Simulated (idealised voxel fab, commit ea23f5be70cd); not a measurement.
The process module that follows is named voxel wiring stack.
The figure presents cross-section cut, which has a width of 170 nm and is divided into square cells with an edge length of 5 nm.
Format of a cross-section: grid, square cells. Given as bands. Order: top down. Band: one or more rows of cells.
First you get the band's top height and its bottom height, in nm, and then the materials it's made of, left to right, with each width in nm. If you see a single material with "throughout", that one covers the band edge to edge. "blank" is empty space.
Heights from 0 (as-received wafer is one material below). Bottom band endless downward, as "0 down".
Graded width ("30..40"): value in top row of band = first number; value in bottom row = second number; row-to-row change constant.
The cross-section has no changed cell in any step marked "left unchanged".
Look at "Fully sealed cavities" for the closed voids: empty spaces with no open path to the top, sized 8 cells or up. Each is width x height at distance, distance from the left edge, all nm.
Whatever follows a step's settings on its line is a remark the simulator itself makes about that step.
Each step line may optionally specify "overlay nm", which for a step with a mask gives the rightward distance between the mask's planned place and where it lay, a negative value indicating the leftward direction.
# Process steps foreseen in the plan
1: RECEIVE | material Si
2: CONFORMAL_DEP | material SiO2 | thk nm 10
3: CONFORMAL_DEP | material SiN | thk nm 5
4: DIRECTIONAL_DEP | material lowk | thk nm 15
5: PATTERN | tone open | mask id METAL_1 | material resist | width nm 20 | pitch nm 35 | thk nm 20 | overlay nm 0
6: DIRECTIONAL_ETCH | etch materials lowk | depth nm 15
7: DIRECTIONAL_ETCH | etch materials SiN | depth nm 5
8: STRIP | etch materials resist
9: CONFORMAL_DEP | material TiN | thk nm 5
10: FILL_DEP | material Ru | thk nm 10
11: CMP | height nm 30
12: EPI | material Ru | thk nm 5
13: FILL_DEP | material SiCN | thk nm 5
14: DIRECTIONAL_DEP | material SiO2 | thk nm 10
15: DIRECTIONAL_DEP | material aC | thk nm 15
16: PATTERN | tone open | mask id PLUG_1 | material resist | width nm 15 | pitch nm 35 | thk nm 35 | overlay nm 0
17: DIRECTIONAL_ETCH | etch materials aC | depth nm 15
18: STRIP | etch materials resist
19: DIRECTIONAL_ETCH | etch materials SiO2 | depth nm 10
20: DIRECTIONAL_ETCH | etch materials SiCN | depth nm 5
21: STRIP | etch materials aC
22: EPI | material Ru | thk nm 10
23: EPI | material Ru | thk nm 5
24: CONFORMAL_DEP | material SiN | thk nm 5
25: DIRECTIONAL_DEP | material lowk | thk nm 15
26: MASKED_ETCH | tone open | mask id METAL_2 | width nm 20 | pitch nm 35 | etch materials lowk | depth nm 15 | overlay nm 0
27: MASKED_ETCH | tone open | mask id METAL_2 | width nm 20 | pitch nm 35 | etch materials SiN | depth nm 5 | overlay nm 0
28: CONFORMAL_DEP | material TiN | thk nm 5
29: FILL_DEP | material W | thk nm 5
30: CMP | height nm 70
31: EPI | material Ru | thk nm 5
32: FILL_DEP | material SiCN | thk nm 5
33: DIRECTIONAL_DEP | material SiO2 | thk nm 30
34: MASKED_ETCH | tone open | mask id METAL_3 | width nm 20 | pitch nm 35 | etch materials SiO2 | depth nm 15 | overlay nm 0
35: PATTERN | tone open | mask id METAL_3_HOLES | material resist | width nm 15 | pitch nm 35 | thk nm 15 | overlay nm 0
36: DIRECTIONAL_ETCH | etch materials SiO2 | depth nm 15
37: DIRECTIONAL_ETCH | etch materials SiCN | depth nm 5
38: STRIP | etch materials resist
39: CONFORMAL_DEP | material TiN | thk nm 5
40: FILL_DEP | material Ru | thk nm 10
41: CMP | height nm 110
42: CONFORMAL_DEP | material SiN | thk nm 5
# Incoming wafer in cross-section (state: after step 1)
  0 down: Si throughout
  Fully sealed cavities: none
# End state of the module in cross-section, given the above starting point and plan and one mistake in execution
  125 to 120: SiN throughout
  120 to 115: Ru throughout
  115 to 110: 25 of TiN, then 10 of Ru, then 25 of TiN, then 10 of Ru, then 25 of TiN, then 10 of Ru, then 25 of TiN, then 10 of Ru, then 30 of TiN
  110 to 100: 20 of SiO2, then 5 of TiN, then 10 of Ru, then 5 of TiN, then 15 of SiO2, then 5 of TiN, then 10 of Ru, then 5 of TiN, then 15 of SiO2, then 5 of TiN, then 10 of Ru, then 5 of TiN, then 15 of SiO2, then 5 of TiN, then 10 of Ru, then 5 of TiN, then 25 of SiO2
  100 to 95: 20 of SiO2, then 5 of TiN, then 5 of Ru, then 10 of TiN, then 15 of SiO2, then 5 of TiN, then 5 of Ru, then 10 of TiN, then 15 of SiO2, then 5 of TiN, then 5 of Ru, then 10 of TiN, then 15 of SiO2, then 5 of TiN, then 5 of Ru, then 10 of TiN, then 25 of SiO2
  95 to 80: 20 of SiO2, then 5 of TiN, then 5 of Ru, then 5 of TiN, then 20 of SiO2, then 5 of TiN, then 5 of Ru, then 5 of TiN, then 20 of SiO2, then 5 of TiN, then 5 of Ru, then 5 of TiN, then 20 of SiO2, then 5 of TiN, then 5 of Ru, then 5 of TiN, then 30 of SiO2
  80 to 75: 20 of SiCN, then 15 of TiN, then 20 of SiCN, then 15 of TiN, then 20 of SiCN, then 15 of TiN, then 20 of SiCN, then 15 of TiN, then 30 of SiCN
  75 to 70: 15 of SiCN, then 30 of Ru, then 5 of SiCN, then 30 of Ru, then 5 of SiCN, then 30 of Ru, then 5 of SiCN, then 30 of Ru, then 20 of SiCN
  70 to 55: 20 of lowk, then 5 of TiN, then 10 of W, then 5 of TiN, then 15 of lowk, then 5 of TiN, then 10 of W, then 5 of TiN, then 15 of lowk, then 5 of TiN, then 10 of W, then 5 of TiN, then 15 of lowk, then 5 of TiN, then 10 of W, then 5 of TiN, then 25 of lowk
  55 to 50: 20 of SiN, then 20 of TiN, then 15 of SiN, then 20 of TiN, then 15 of SiN, then 20 of TiN, then 15 of SiN, then 20 of TiN, then 25 of SiN
  50 to 40: 20 of SiO2, then 15 of Ru, then 20 of SiO2, then 15 of Ru, then 20 of SiO2, then 15 of Ru, then 20 of SiO2, then 15 of Ru, then 30 of SiO2
  40 to 30: 20..15 of SiCN, then 15..30 of Ru, then 20..5 of SiCN, then 15..30 of Ru, then 20..5 of SiCN, then 15..30 of Ru, then 20..5 of SiCN, then 15..30 of Ru, then 30..20 of SiCN
  30 to 15: 20 of lowk, then 5 of TiN, then 10 of Ru, then 5 of TiN, then 15 of lowk, then 5 of TiN, then 10 of Ru, then 5 of TiN, then 15 of lowk, then 5 of TiN, then 10 of Ru, then 5 of TiN, then 15 of lowk, then 5 of TiN, then 10 of Ru, then 5 of TiN, then 25 of lowk
  15 to 10: 20 of SiN, then 20 of TiN, then 15 of SiN, then 20 of TiN, then 15 of SiN, then 20 of TiN, then 15 of SiN, then 20 of TiN, then 25 of SiN
  10 to 0: SiO2 throughout
  0 down: Si throughout
  Fully sealed cavities: none
Deviation from plan: the process deviated at step 41: the operation and settings actually run there were CMP | height nm 120
